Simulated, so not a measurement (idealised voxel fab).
process module | voxel self aligned contacts
cross-section cut | 230 nm wide | cells 5 nm
A cross-section is a grid of square cells, given in bands from the top down. A band is one or more rows of cells.
Each band's line starts with the height of the band's top and of its bottom, in nm. Then come its materials from left to right, each with its width in nm. One material with "throughout" fills the band from edge to edge. "air" is empty space.
Height 0 is the level under which the wafer as received is all one material. The lowest band goes on downwards, as in "0 down".
A width such as "30 to 40" changes by the same amount from each row of cells to the next, from the band's top row to its bottom row.
"no change" after a step means that no cell of the cross-section changed.
closed voids: empty space of 8 cells or more with no open way to the top, each as width x height at its distance from the left edge, in nm
after a step's settings: what the simulator itself notes on the step
overlay nm, on a step with a mask: how far to the right of its planned place the mask lay; to the left if negative
plan
1 op RECEIVE | material Si
2 op CONFORMAL_DEP | material SiO2 | thk nm 5
3 op DIRECTIONAL_DEP | material polySi | thk nm 25
4 op DIRECTIONAL_DEP | material SiN | thk nm 15
5 op DIRECTIONAL_DEP | material aC | thk nm 10
6 op PATTERN | tone cover | mask id GATE | material resist | width nm 35 | pitch nm 60 | thk nm 25 | overlay nm 0
7 op DIRECTIONAL_ETCH | etch materials aC | depth nm 10
8 op STRIP | etch materials resist
9 op DIRECTIONAL_ETCH | etch materials SiN | depth nm 15
10 op DIRECTIONAL_ETCH | etch materials polySi | depth nm 25
11 op STRIP | etch materials aC
12 op CONFORMAL_DEP | material SiN | thk nm 5
13 op DIRECTIONAL_ETCH | etch materials SiN | depth nm 5
14 op FILL_DEP | material SiO2 | thk nm 20
15 op CMP | height nm 55
16 op PATTERN | tone open | mask id CONTACT | material resist | width nm 35 | pitch nm 60 | thk nm 15 | overlay nm 0
17 op DIRECTIONAL_ETCH | etch materials SiO2 | depth nm 55
18 op STRIP | etch materials resist
19 op CONFORMAL_DEP | material TiN | thk nm 5
20 op FILL_DEP | material Ru | thk nm 5
21 op CMP | height nm 55
22 op CONFORMAL_DEP | material SiN | thk nm 5
first wafer, as planned
as received, after step 1
  0 down: Si throughout
  closed voids: none
after step 2
  5 to 0: SiO2 throughout
  below 0: unchanged
after step 3
  30 to 5: polySi throughout
  below 5: unchanged
after step 4
  45 to 30: SiN throughout
  below 30: unchanged
after step 5
  55 to 45: aC throughout
  below 45: unchanged
after step 6
  80 to 55: air 35 | resist 35 | air 25 | resist 35 | air 25 | resist 35 | air 40
  below 55: unchanged
after step 7
  70 to 55: air 35 | resist 35 | air 25 | resist 35 | air 25 | resist 35 | air 40
  55 to 45: air 35 | aC 35 | air 25 | aC 35 | air 25 | aC 35 | air 40
  below 45: unchanged
after step 8
  55 to 45: air 35 | aC 35 | air 25 | aC 35 | air 25 | aC 35 | air 40
  below 45: unchanged
after step 9
  55 to 45: air 35 | aC 35 | air 25 | aC 35 | air 25 | aC 35 | air 40
  45 to 30: air 35 | SiN 35 | air 25 | SiN 35 | air 25 | SiN 35 | air 40
  below 30: unchanged
after step 10
  55 to 45: air 35 | aC 35 | air 25 | aC 35 | air 25 | aC 35 | air 40
  45 to 30: air 35 | SiN 35 | air 25 | SiN 35 | air 25 | SiN 35 | air 40
  30 to 5: air 35 | polySi 35 | air 25 | polySi 35 | air 25 | polySi 35 | air 40
  below 5: unchanged
after step 11
  45 to 30: air 35 | SiN 35 | air 25 | SiN 35 | air 25 | SiN 35 | air 40
  below 30: unchanged
after step 12
  50 to 30: air 30 | SiN 45 | air 15 | SiN 45 | air 15 | SiN 45 | air 35
  30 to 10: air 30 | SiN 5 | polySi 35 | SiN 5 | air 15 | SiN 5 | polySi 35 | SiN 5 | air 15 | SiN 5 | polySi 35 | SiN 5 | air 35
  10 to 5: SiN 35 | polySi 35 | SiN 25 | polySi 35 | SiN 25 | polySi 35 | SiN 40
  below 5: unchanged
after step 13
  45 to 30: air 30 | SiN 45 | air 15 | SiN 45 | air 15 | SiN 45 | air 35
  30 to 5: air 30 | SiN 5 | polySi 35 | SiN 5 | air 15 | SiN 5 | polySi 35 | SiN 5 | air 15 | SiN 5 | polySi 35 | SiN 5 | air 35
  below 5: unchanged
after step 14
  65 to 45: SiO2 throughout
  45 to 30: SiO2 30 | SiN 45 | SiO2 15 | SiN 45 | SiO2 15 | SiN 45 | SiO2 35
  30 to 5: SiO2 30 | SiN 5 | polySi 35 | SiN 5 | SiO2 15 | SiN 5 | polySi 35 | SiN 5 | SiO2 15 | SiN 5 | polySi 35 | SiN 5 | SiO2 35
  below 5: unchanged
after step 15
  55 to 45: SiO2 throughout
  below 45: unchanged
after step 16
  70 to 55: resist 65 | air 35 | resist 25 | air 35 | resist 70
  below 55: unchanged
after step 17
  70 to 55: resist 65 | air 35 | resist 25 | air 35 | resist 70
  55 to 45: SiO2 65 | air 35 | SiO2 25 | air 35 | SiO2 70
  45 to 30: SiO2 30 | SiN 45 | air 15 | SiN 45 | air 15 | SiN 45 | SiO2 35
  30 to 5: SiO2 30 | SiN 5 | polySi 35 | SiN 5 | air 15 | SiN 5 | polySi 35 | SiN 5 | air 15 | SiN 5 | polySi 35 | SiN 5 | SiO2 35
  5 to 0: SiO2 75 | air 15 | SiO2 45 | air 15 | SiO2 80
  below 0: unchanged
after step 18
  55 to 45: SiO2 65 | air 35 | SiO2 25 | air 35 | SiO2 70
  below 45: unchanged
after step 19
  60 to 55: TiN 70 | air 25 | TiN 35 | air 25 | TiN 75
  55 to 45: SiO2 65 | TiN 5 to 15 | air 25 to 5 | TiN 5 to 15 | SiO2 25 | TiN 5 to 15 | air 25 to 5 | TiN 5 to 15 | SiO2 70
  45 to 30: SiO2 30 | SiN 45 | TiN 5 | air 5 | TiN 5 | SiN 45 | TiN 5 | air 5 | TiN 5 | SiN 45 | SiO2 35
  30 to 5: SiO2 30 | SiN 5 | polySi 35 | SiN 5 | TiN 5 | air 5 | TiN 5 | SiN 5 | polySi 35 | SiN 5 | TiN 5 | air 5 | TiN 5 | SiN 5 | polySi 35 | SiN 5 | SiO2 35
  5 to 0: SiO2 75 | TiN 15 | SiO2 45 | TiN 15 | SiO2 80
  below 0: unchanged
after step 20
  65 to 60: Ru throughout
  60 to 55: TiN 70 | Ru 25 | TiN 35 | Ru 25 | TiN 75
  55 to 45: SiO2 65 | TiN 5 to 15 | Ru 25 to 5 | TiN 5 to 15 | SiO2 25 | TiN 5 to 15 | Ru 25 to 5 | TiN 5 to 15 | SiO2 70
  45 to 30: SiO2 30 | SiN 45 | TiN 5 | Ru 5 | TiN 5 | SiN 45 | TiN 5 | Ru 5 | TiN 5 | SiN 45 | SiO2 35
  30 to 5: SiO2 30 | SiN 5 | polySi 35 | SiN 5 | TiN 5 | Ru 5 | TiN 5 | SiN 5 | polySi 35 | SiN 5 | TiN 5 | Ru 5 | TiN 5 | SiN 5 | polySi 35 | SiN 5 | SiO2 35
  below 5: unchanged
after step 21
  55 to 45: SiO2 65 | TiN 5 to 15 | Ru 25 to 5 | TiN 5 to 15 | SiO2 25 | TiN 5 to 15 | Ru 25 to 5 | TiN 5 to 15 | SiO2 70
  below 45: unchanged
after step 22
  60 to 55: SiN throughout
  below 55: unchanged
second wafer: like start, like plan, one mistake. Through step 5 it matches the first wafer
when step 6 should have ended
  80 to 55: air 35 | resist 40 | air 20 | resist 40 | air 20 | resist 40 | air 35
  below 55: unchanged
when step 7 should have ended
  70 to 55: air 35 | resist 40 | air 20 | resist 40 | air 20 | resist 40 | air 35
  55 to 45: air 35 | aC 40 | air 20 | aC 40 | air 20 | aC 40 | air 35
  below 45: unchanged
when step 8 should have ended
  55 to 45: air 35 | aC 40 | air 20 | aC 40 | air 20 | aC 40 | air 35
  below 45: unchanged
when step 9 should have ended
  55 to 45: air 35 | aC 40 | air 20 | aC 40 | air 20 | aC 40 | air 35
  45 to 30: air 35 | SiN 40 | air 20 | SiN 40 | air 20 | SiN 40 | air 35
  below 30: unchanged
when step 10 should have ended
  55 to 45: air 35 | aC 40 | air 20 | aC 40 | air 20 | aC 40 | air 35
  45 to 30: air 35 | SiN 40 | air 20 | SiN 40 | air 20 | SiN 40 | air 35
  30 to 5: air 35 | polySi 40 | air 20 | polySi 40 | air 20 | polySi 40 | air 35
  below 5: unchanged
when step 11 should have ended
  45 to 30: air 35 | SiN 40 | air 20 | SiN 40 | air 20 | SiN 40 | air 35
  below 30: unchanged
when step 12 should have ended
  50 to 30: air 30 | SiN 50 | air 10 | SiN 50 | air 10 | SiN 50 | air 30
  30 to 10: air 30 | SiN 5 | polySi 40 | SiN 5 | air 10 | SiN 5 | polySi 40 | SiN 5 | air 10 | SiN 5 | polySi 40 | SiN 5 | air 30
  10 to 5: SiN 35 | polySi 40 | SiN 20 | polySi 40 | SiN 20 | polySi 40 | SiN 35
  below 5: unchanged
when step 13 should have ended
  45 to 30: air 30 | SiN 50 | air 10 | SiN 50 | air 10 | SiN 50 | air 30
  30 to 5: air 30 | SiN 5 | polySi 40 | SiN 5 | air 10 | SiN 5 | polySi 40 | SiN 5 | air 10 | SiN 5 | polySi 40 | SiN 5 | air 30
  below 5: unchanged
when step 14 should have ended
  65 to 45: SiO2 throughout
  45 to 30: SiO2 30 | SiN 50 | SiO2 10 | SiN 50 | SiO2 10 | SiN 50 | SiO2 30
  30 to 5: SiO2 30 | SiN 5 | polySi 40 | SiN 5 | SiO2 10 | SiN 5 | polySi 40 | SiN 5 | SiO2 10 | SiN 5 | polySi 40 | SiN 5 | SiO2 30
  below 5: unchanged
when step 15 should have ended
  55 to 45: SiO2 throughout
  below 45: unchanged
when step 16 should have ended
  70 to 55: resist 65 | air 35 | resist 25 | air 35 | resist 70
  below 55: unchanged
when step 17 should have ended
  70 to 55: resist 65 | air 35 | resist 25 | air 35 | resist 70
  55 to 45: SiO2 65 | air 35 | SiO2 25 | air 35 | SiO2 70
  45 to 30: SiO2 30 | SiN 50 | air 10 | SiN 50 | air 10 | SiN 50 | SiO2 30
  30 to 5: SiO2 30 | SiN 5 | polySi 40 | SiN 5 | air 10 | SiN 5 | polySi 40 | SiN 5 | air 10 | SiN 5 | polySi 40 | SiN 5 | SiO2 30
  5 to 0: SiO2 80 | air 10 | SiO2 50 | air 10 | SiO2 80
  below 0: unchanged
when step 18 should have ended
  55 to 45: SiO2 65 | air 35 | SiO2 25 | air 35 | SiO2 70
  below 45: unchanged
when step 19 should have ended
  60 to 55: TiN 70 | air 25 | TiN 35 | air 25 | TiN 75
  55 to 50: SiO2 65 | TiN 5 | air 25 | TiN 5 | SiO2 25 | TiN 5 | air 25 | TiN 5 | SiO2 70
  50 to 45: SiO2 65 | TiN 35 | SiO2 25 | TiN 35 | SiO2 70
  45 to 30: SiO2 30 | SiN 50 | TiN 10 | SiN 50 | TiN 10 | SiN 50 | SiO2 30
  30 to 5: SiO2 30 | SiN 5 | polySi 40 | SiN 5 | TiN 10 | SiN 5 | polySi 40 | SiN 5 | TiN 10 | SiN 5 | polySi 40 | SiN 5 | SiO2 30
  5 to 0: SiO2 80 | TiN 10 | SiO2 50 | TiN 10 | SiO2 80
  below 0: unchanged
when step 20 should have ended
  65 to 60: Ru throughout
  60 to 55: TiN 70 | Ru 25 | TiN 35 | Ru 25 | TiN 75
  55 to 50: SiO2 65 | TiN 5 | Ru 25 | TiN 5 | SiO2 25 | TiN 5 | Ru 25 | TiN 5 | SiO2 70
  below 50: unchanged
when step 21 should have ended
  55 to 50: SiO2 65 | TiN 5 | Ru 25 | TiN 5 | SiO2 25 | TiN 5 | Ru 25 | TiN 5 | SiO2 70
  below 50: unchanged
when step 22 should have ended
  60 to 55: SiN throughout
  below 55: unchanged
what went wrong: step 6 ran as: op PATTERN | tone cover | mask id GATE | material resist | width nm 40 | pitch nm 60 | thk nm 25 | overlay nm 0
at the end the second wafer has, in cells: 18 fewer of Ru | 9 more of SiN | 6 fewer of SiO2 | 15 more of polySi
